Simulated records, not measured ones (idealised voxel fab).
Proc. module: voxel wiring stack
The cross-section shown here is cut; it is 195 nm wide and divided into square cells measuring 5 nm on a side.
Bands, listed from the top down, are how a cross-section gets written in this document; the cross-section itself is a grid of square cells, and a band is one or more rows of them.
Basically the band line says how high the top is and how high the bottom is, in nm, and then what's in it from left to right, every material with its width in nm. Empty space shows up as "blank", and if a single material carries "everywhere" it runs the full band edge to edge.
Zero point of the height axis is 0; under it, received wafer = one material. Lowest band: continues down indefinitely, "top 0, no bottom".
Think of "30..40" as a width that walks from the first number to the second as you go down the band, top row to bottom row, taking equal-sized steps from row to row.
Where a step carries "everything unchanged", the cross-section came out of it unchanged, cell for cell.
"Trapped void list" specifies each empty space that is not open to the top and that occupies no fewer than 8 cells, using the form width x height at distance, the distance measured from the left edge and all three quantities in nm.
Heads up: the bit after the settings on a step's line is the simulator's remark on that step.
Among the settings permitted on a step's line is "overlay nm"; applied to a step with a mask, it specifies the extent to which the mask lay to the right of its planned position, whereas a negative figure signifies a position to the left.

### These are the steps we planned for the process
| 1 | RECEIVE | material Si |
| 2 | CONFORMAL_DEP | material SiO2 | thk nm 10 |
| 3 | DIRECTIONAL_DEP | material TiN | thk nm 5 |
| 4 | DIRECTIONAL_DEP | material Ru | thk nm 20 |
| 5 | PATTERN | tone cover | mask id METAL_1 | material resist | width nm 30 | pitch nm 45 | thk nm 15 | overlay nm 0 |
| 6 | DIRECTIONAL_ETCH | etch materials Ru | depth nm 20 |
| 7 | DIRECTIONAL_ETCH | etch materials TiN | depth nm 5 |
| 8 | STRIP | etch materials resist |
| 9 | FILL_DEP | material lowk | thk nm 10 |
| 10 | CMP | height nm 35 |
| 11 | CONFORMAL_DEP | material SiCN | thk nm 5 |
| 12 | DIRECTIONAL_DEP | material lowk | thk nm 20 |
| 13 | DIRECTIONAL_DEP | material aC | thk nm 15 |
| 14 | PATTERN | tone open | mask id PLUG_1 | material resist | width nm 15 | pitch nm 45 | thk nm 35 | overlay nm 0 |
| 15 | DIRECTIONAL_ETCH | etch materials aC | depth nm 15 |
| 16 | STRIP | etch materials resist |
| 17 | DIRECTIONAL_ETCH | etch materials lowk | depth nm 20 |
| 18 | DIRECTIONAL_ETCH | etch materials SiCN | depth nm 5 |
| 19 | STRIP | etch materials aC |
| 20 | CONFORMAL_DEP | material TiN | thk nm 5 |
| 21 | FILL_DEP | material Ru | thk nm 10 |
| 22 | CMP | height nm 60 |
| 23 | DIRECTIONAL_DEP | material TiN | thk nm 5 |
| 24 | DIRECTIONAL_DEP | material W | thk nm 15 |
| 25 | PATTERN | tone cover | mask id METAL_2 | material resist | width nm 30 | pitch nm 45 | thk nm 15 | overlay nm 0 |
| 26 | DIRECTIONAL_ETCH | etch materials W | depth nm 15 |
| 27 | DIRECTIONAL_ETCH | etch materials TiN | depth nm 5 |
| 28 | STRIP | etch materials resist |
| 29 | FILL_DEP | material lowk | thk nm 10 |
| 30 | CMP | height nm 80 |
| 31 | CONFORMAL_DEP | material SiCN | thk nm 5 |
| 32 | DIRECTIONAL_DEP | material SiO2 | thk nm 35 |
| 33 | DIRECTIONAL_DEP | material aC | thk nm 10 |
| 34 | PATTERN | tone open | mask id METAL_3 | material resist | width nm 30 | pitch nm 45 | thk nm 30 | overlay nm 0 |
| 35 | DIRECTIONAL_ETCH | etch materials aC | depth nm 10 |
| 36 | STRIP | etch materials resist |
| 37 | DIRECTIONAL_ETCH | etch materials SiO2 | depth nm 20 |
| 38 | STRIP | etch materials aC |
| 39 | DIRECTIONAL_DEP | material aC | thk nm 15 |
| 40 | PATTERN | tone open | mask id METAL_3_HOLES | material resist | width nm 15 | pitch nm 90 | thk nm 30 | overlay nm 0 |
| 41 | DIRECTIONAL_ETCH | etch materials aC | depth nm 15 |
| 42 | STRIP | etch materials resist |
| 43 | DIRECTIONAL_ETCH | etch materials SiO2 | depth nm 15 |
| 44 | DIRECTIONAL_ETCH | etch materials SiCN | depth nm 5 |
| 45 | STRIP | etch materials aC |
| 46 | CONFORMAL_DEP | material TiN | thk nm 5 |
| 47 | FILL_DEP | material Ru | thk nm 5 |
| 48 | CMP | height nm 120 |
| 49 | CONFORMAL_DEP | material SiCN | thk nm 5 |

### Step 1 complete: cross-section of the wafer as received
> top 0, no bottom | Si everywhere
> Trapped void list: none

### Post-module cross-section of the first of two wafers (run per plan)
> top 125, bottom 120 | SiCN everywhere
> top 120, bottom 105 | SiO2: 15, TiN: 5, Ru: 20, TiN: 5, SiO2: 15, TiN: 5, Ru: 20, TiN: 5, SiO2: 15, TiN: 5, Ru: 20, TiN: 5, SiO2: 15, TiN: 5, Ru: 20, TiN: 5, SiO2: 15
> top 105, bottom 100 | SiO2: 15, TiN: 5, Ru: 5, TiN: 20, SiO2: 15, TiN: 30, SiO2: 15, TiN: 5, Ru: 5, TiN: 20, SiO2: 15, TiN: 30, SiO2: 15
> top 100, bottom 85 | SiO2: 15, TiN: 5, Ru: 5, TiN: 5, SiO2: 75, TiN: 5, Ru: 5, TiN: 5, SiO2: 75
> top 85, bottom 80 | SiCN: 15, TiN: 15, SiCN: 75, TiN: 15, SiCN: 75
> top 80, bottom 65 | lowk: 15, W: 30, lowk: 15, W: 30, lowk: 15, W: 30, lowk: 15, W: 30, lowk: 15
> top 65, bottom 60 | lowk: 15, TiN: 30, lowk: 15, TiN: 30, lowk: 15, TiN: 30, lowk: 15, TiN: 30, lowk: 15
> top 60, bottom 40 | lowk: 15, TiN: 5, Ru: 5, TiN: 5, lowk: 30, TiN: 5, Ru: 5, TiN: 5, lowk: 30, TiN: 5, Ru: 5, TiN: 5, lowk: 30, TiN: 5, Ru: 5, TiN: 5, lowk: 30
> top 40, bottom 35 | SiCN: 15, TiN: 15, SiCN: 30, TiN: 15, SiCN: 30, TiN: 15, SiCN: 30, TiN: 15, SiCN: 30
> top 35, bottom 15 | lowk: 15, Ru: 30, lowk: 15, Ru: 30, lowk: 15, Ru: 30, lowk: 15, Ru: 30, lowk: 15
> top 15, bottom 10 | lowk: 15, TiN: 30, lowk: 15, TiN: 30, lowk: 15, TiN: 30, lowk: 15, TiN: 30, lowk: 15
> top 10, bottom 0 | SiO2 everywhere
> top 0, no bottom | Si everywhere
> Trapped void list: none

### Now the second wafer, cross-sectioned at the end of the module. Nothing different at the start, nothing different in the plan compared with the first, just one mistake when it was actually run
> top 125, bottom 120 | SiCN everywhere
> top 120, bottom 105 | SiO2: 15, TiN: 5, Ru: 20, TiN: 5, SiO2: 15, TiN: 5, Ru: 20, TiN: 5, SiO2: 15, TiN: 5, Ru: 20, TiN: 5, SiO2: 15, TiN: 5, Ru: 20, TiN: 5, SiO2: 15
> top 105, bottom 100 | SiO2: 15, TiN: 5, Ru: 5, TiN: 20, SiO2: 15, TiN: 30, SiO2: 15, TiN: 5, Ru: 5, TiN: 20, SiO2: 15, TiN: 30, SiO2: 15
> top 100, bottom 85 | SiO2: 15, TiN: 5, Ru: 5, TiN: 5, SiO2: 75, TiN: 5, Ru: 5, TiN: 5, SiO2: 75
> top 85, bottom 80 | SiCN: 15, TiN: 15, SiCN: 75, TiN: 15, SiCN: 75
> top 80, bottom 65 | W: 15, lowk: 30, W: 15, lowk: 30, W: 15, lowk: 30, W: 15, lowk: 30, W: 15
> top 65, bottom 60 | TiN: 15, lowk: 30, TiN: 15, lowk: 30, TiN: 15, lowk: 30, TiN: 15, lowk: 30, TiN: 15
> top 60, bottom 40 | lowk: 15, TiN: 5, Ru: 5, TiN: 5, lowk: 30, TiN: 5, Ru: 5, TiN: 5, lowk: 30, TiN: 5, Ru: 5, TiN: 5, lowk: 30, TiN: 5, Ru: 5, TiN: 5, lowk: 30
> top 40, bottom 35 | SiCN: 15, TiN: 15, SiCN: 30, TiN: 15, SiCN: 30, TiN: 15, SiCN: 30, TiN: 15, SiCN: 30
> top 35, bottom 15 | lowk: 15, Ru: 30, lowk: 15, Ru: 30, lowk: 15, Ru: 30, lowk: 15, Ru: 30, lowk: 15
> top 15, bottom 10 | lowk: 15, TiN: 30, lowk: 15, TiN: 30, lowk: 15, TiN: 30, lowk: 15, TiN: 30, lowk: 15
> top 10, bottom 0 | SiO2 everywhere
> top 0, no bottom | Si everywhere
> Trapped void list: none
What broke from the plan during processing? rather than as planned, step 25 actually ran as PATTERN | tone open | mask id METAL_2 | material resist | width nm 30 | pitch nm 45 | thk nm 15 | overlay nm 0
Materials where the second wafer ends with more or fewer cells than the first: TiN -9 | W -27 | lowk +36
